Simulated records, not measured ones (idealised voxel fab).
Name of the process module below: voxel self aligned contacts
Section cut is 220 nm wide and gridded with 5 nm square cells.
In what follows, cross-sections appear as grids of square cells, described through bands that run from the top down, where every band is one or more rows of cells.
Look at the band entry: it leads with the top's height and the bottom's height in nm. Then it lists the materials left to right, with a width in nm for each. The word "full width" on a single material says that material fills the band edge to edge. The word "air" is empty space.
Beneath 0, the wafer as received is one material, and that level is where height counting begins. The lowest band goes on downward without a bottom; it is written like "0 down".
Read "30 to 40" as a graded width: first number on top, second number at the bottom, same change between each pair of neighbouring rows.
Basically "no change occurred" means that step didn't change any cell in the cross-section.
Empty spaces counting at least 8 cells and having no open way to the top are listed in "Internal closed voids". The notation width x height at distance is used for each, the distance being from the left edge and all three values in nm.
Post-settings text on a step line: simulator's own remark regarding the step.
A step's line can hold "overlay nm"; with a mask on that step, the setting says how far right of the planned place the mask lay, while a negative setting says it lay to the left.

Process steps (planned)
| 1 | RECEIVE,material Si |
| 2 | OXIDIZE,depth nm 5 |
| 3 | DIRECTIONAL_DEP,material polySi,thk nm 25 |
| 4 | DIRECTIONAL_DEP,material SiN,thk nm 20 |
| 5 | PATTERN,tone cover,mask id GATE,material resist,width nm 25,pitch nm 55,thk nm 20,overlay nm 0 |
| 6 | DIRECTIONAL_ETCH,etch materials SiN,depth nm 20 |
| 7 | DIRECTIONAL_ETCH,etch materials polySi,depth nm 25 |
| 8 | STRIP,etch materials resist |
| 9 | CONFORMAL_DEP,material SiN,thk nm 5 |
| 10 | DIRECTIONAL_ETCH,etch materials SiN,depth nm 5 |
| 11 | FILL_DEP,material SiO2,thk nm 15 |
| 12 | CMP,height nm 50 |
| 13 | PATTERN,tone open,mask id CONTACT,material resist,width nm 40,thk nm 20,overlay nm 0 |
| 14 | DIRECTIONAL_ETCH,etch materials SiO2,depth nm 55 |
| 15 | STRIP,etch materials resist |
| 16 | CONFORMAL_DEP,material TiN,thk nm 5 |
| 17 | FILL_DEP,material Ru,thk nm 10 |
| 18 | CMP,height nm 50 |
| 19 | CONFORMAL_DEP,material SiN,thk nm 5 |

Cross-section: wafer on arrival = after step 1
  0 down | Si full width
  Internal closed voids: none

End-of-module XS, first of two wafers, run as planned
  55 to 50 | SiN full width
  50 to 45 | 90 SiO2 / 15 TiN / 10 Ru / 15 TiN / 90 SiO2
  45 to 25 | 65 SiO2 / 35 SiN / 5 TiN / 10 Ru / 5 TiN / 35 SiN / 65 SiO2
  25 to 0 | 65 SiO2 / 5 SiN / 25 polySi / 5 SiN / 5 TiN / 10 Ru / 5 TiN / 5 SiN / 25 polySi / 5 SiN / 65 SiO2
  0 to -5 | 100 SiO2 / 20 TiN / 100 SiO2
  -5 down | Si full width
  Internal closed voids: none

End-of-module cross-section of the second wafer: identical starting point and process plan to the first, with one processing mistake
  70 to 65 | SiN full width
  65 to 55 | Ru full width
  55 to 50 | 95 TiN / 30 Ru / 95 TiN
  50 to 45 | 90 SiO2 / 15 TiN / 10 Ru / 15 TiN / 90 SiO2
  45 to 25 | 65 SiO2 / 35 SiN / 5 TiN / 10 Ru / 5 TiN / 35 SiN / 65 SiO2
  25 to 0 | 65 SiO2 / 5 SiN / 25 polySi / 5 SiN / 5 TiN / 10 Ru / 5 TiN / 5 SiN / 25 polySi / 5 SiN / 65 SiO2
  0 to -5 | 100 SiO2 / 20 TiN / 100 SiO2
  -5 down | Si full width
  Internal closed voids: none
Which mistake was made when the wafer was run? step 18 was dropped from the plan's execution and never run
The second wafer ends with more or fewer cells of some materials than the first, per final count: +94 Ru; +38 TiN
